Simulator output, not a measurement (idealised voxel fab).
This section sets out a process module, namely voxel double patterning.
This is section cut - it's 205 nm across, gridded in 5 nm square cells.
A cross-section is a grid of square cells, given in bands from the top down. A band is one or more rows of cells.
Band: top height; bottom height; in nm. Then, left to right: material with width in nm, for each material. "throughout": a single material spanning edge to edge. "empty": empty space.
A quick word on heights: they are counted from 0, and under that level the wafer as it came to us is one material throughout. The lowest band is different from the rest in having no bottom; it simply continues downward, written as in "0..down".
The two numbers in a width such as "30..40" mark its ends across the band: the first belongs to the top row of cells, the second to the bottom row, and from each row to the next the width moves by the same amount.
Step note "nothing altered" = no cross-section cell changed.
Under "Entrapped void list" you'll find the enclosed gaps, the ones with no way out to the top, that are 8 cells or bigger; each reads width x height at distance, with distance counted from the left edge, everything in nm.
Step line, after settings: the simulator's comment on this step.
On any step carrying a mask, the "overlay nm" setting, if present on the step's line, tells how far right of its planned place the mask lay; negative values point to the left.
[The planned process steps are enumerated hereunder]
1: RECEIVE (material Si)
2: CONFORMAL_DEP (material SiO2; thk nm 10)
3: DIRECTIONAL_DEP (material TiN; thk nm 15)
4: DIRECTIONAL_DEP (material SiCN; thk nm 10)
5: MASKED_ETCH (tone open; mask id FIRST; width nm 15; pitch nm 50; etch materials SiCN; depth nm 10; overlay nm 0)
6: MASKED_ETCH (tone open; mask id SECOND; width nm 15; etch materials SiCN; depth nm 10; overlay nm 0)
7: DIRECTIONAL_ETCH (etch materials TiN; depth nm 15)
8: STRIP (etch materials SiCN)
[Here's what the wafer looked like in cross-section when it arrived - that's after step 1]
- 0..down | Si throughout
- Entrapped void list: none
[Final wafer profile in cross-section after the module, from the same start and plan as above, with one mistake made during processing]
- 25..10 | 70 of TiN, then 30 of empty, then 20 of TiN, then 15 of empty, then 70 of TiN
- 10..0 | SiO2 throughout
- 0..down | Si throughout
- Entrapped void list: none
What broke from the plan during processing? for step 6, the planned setting was not used; the step was instead run as MASKED_ETCH (tone open; mask id SECOND; width nm 15; etch materials SiCN; depth nm 10; overlay nm -10)
